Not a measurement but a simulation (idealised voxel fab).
process module | voxel ribs on slabs
cross-section cut | 275 nm wide | cells 5 nm
A cross-section is a grid of square cells, given in bands from the top down. A band is one or more rows of cells.
Each band's line starts with the height of the band's top and of its bottom, in nm. Then come its materials from left to right, each with its width in nm. One material with "throughout" fills the band from edge to edge. "air" is empty space.
Height 0 is the level under which the wafer as received is all one material. The lowest band goes on downwards, as in "0 down".
A width such as "30 to 40" changes by the same amount from each row of cells to the next, from the band's top row to its bottom row.
"no change" after a step means that no cell of the cross-section changed.
closed voids: empty space of 8 cells or more with no open way to the top, each as width x height at its distance from the left edge, in nm
after a step's settings: what the simulator itself notes on the step
overlay nm, on a step with a mask: how far to the right of its planned place the mask lay; to the left if negative
plan
1 op RECEIVE | material Si
2 op DIRECTIONAL_DEP | material SiO2 | thk nm 20
3 op DIRECTIONAL_DEP | material SiN | thk nm 15
4 op PATTERN | tone cover | mask id RIB | material resist | width nm 25 | thk nm 20 | overlay nm 0
5 op DIRECTIONAL_ETCH | etch materials SiN | depth nm 10
6 op STRIP | etch materials resist
7 op DIRECTIONAL_DEP | material aC | thk nm 10
8 op PATTERN | tone cover | mask id SLAB | material resist | width nm 75 | thk nm 25 | overlay nm 0
9 op DIRECTIONAL_ETCH | etch materials aC | depth nm 10
10 op STRIP | etch materials resist
11 op DIRECTIONAL_ETCH | etch materials SiN | depth nm 5
12 op STRIP | etch materials aC
13 op FILL_DEP | material SiO2 | thk nm 30
14 op CMP | height nm 55
15 op DIRECTIONAL_DEP | material TiN | thk nm 10
16 op PATTERN | tone cover | mask id HEATER | material resist | width nm 35 | thk nm 15 | overlay nm 0
17 op DIRECTIONAL_ETCH | etch materials TiN | depth nm 10
18 op STRIP | etch materials resist
19 op CONFORMAL_DEP | material SiN | thk nm 5
first wafer, as planned
as received, after step 1
  0 down: Si throughout
  closed voids: none
after step 2
  20 to 0: SiO2 throughout
  below 0: unchanged
after step 3
  35 to 20: SiN throughout
  below 20: unchanged
after step 4
  55 to 35: air 125 | resist 25 | air 125
  below 35: unchanged
after step 5
  55 to 35: air 125 | resist 25 | air 125
  35 to 25: air 125 | SiN 25 | air 125
  below 25: unchanged
after step 6
  35 to 25: air 125 | SiN 25 | air 125
  below 25: unchanged
after step 7
  45 to 35: air 125 | aC 25 | air 125
  35 to 25: aC 125 | SiN 25 | aC 125
  below 25: unchanged
after step 8
  70 to 45: air 100 | resist 75 | air 100
  45 to 35: air 100 | resist 25 | aC 25 | resist 25 | air 100
  below 35: unchanged
after step 9
  60 to 45: air 100 | resist 75 | air 100
  45 to 35: air 100 | resist 25 | aC 25 | resist 25 | air 100
  35 to 25: air 100 | aC 25 | SiN 25 | aC 25 | air 100
  below 25: unchanged
after step 10
  45 to 35: air 125 | aC 25 | air 125
  below 35: unchanged
after step 11
  45 to 35: air 125 | aC 25 | air 125
  35 to 25: air 100 | aC 25 | SiN 25 | aC 25 | air 100
  25 to 20: air 100 | SiN 75 | air 100
  below 20: unchanged
after step 12
  35 to 25: air 125 | SiN 25 | air 125
  below 25: unchanged
after step 13
  65 to 35: SiO2 throughout
  35 to 25: SiO2 125 | SiN 25 | SiO2 125
  25 to 20: SiO2 100 | SiN 75 | SiO2 100
  below 20: unchanged
after step 14
  55 to 35: SiO2 throughout
  below 35: unchanged
after step 15
  65 to 55: TiN throughout
  below 55: unchanged
after step 16
  80 to 65: air 120 | resist 35 | air 120
  below 65: unchanged
after step 17
  80 to 65: air 120 | resist 35 | air 120
  65 to 55: air 120 | TiN 35 | air 120
  below 55: unchanged
after step 18
  65 to 55: air 120 | TiN 35 | air 120
  below 55: unchanged
after step 19
  70 to 65: air 115 | SiN 45 | air 115
  65 to 60: air 115 | SiN 5 | TiN 35 | SiN 5 | air 115
  60 to 55: SiN 120 | TiN 35 | SiN 120
  below 55: unchanged
second wafer: like start, like plan, one mistake. Through step 18 it matches the first wafer
when step 19 should have ended
  70 to 65: air 115 | aC 45 | air 115
  65 to 60: air 115 | aC 5 | TiN 35 | aC 5 | air 115
  60 to 55: aC 120 | TiN 35 | aC 120
  below 55: unchanged
what went wrong: step 19 ran as: op CONFORMAL_DEP | material aC | thk nm 5
at the end the second wafer has, in cells: 59 fewer of SiN | 59 more of aC
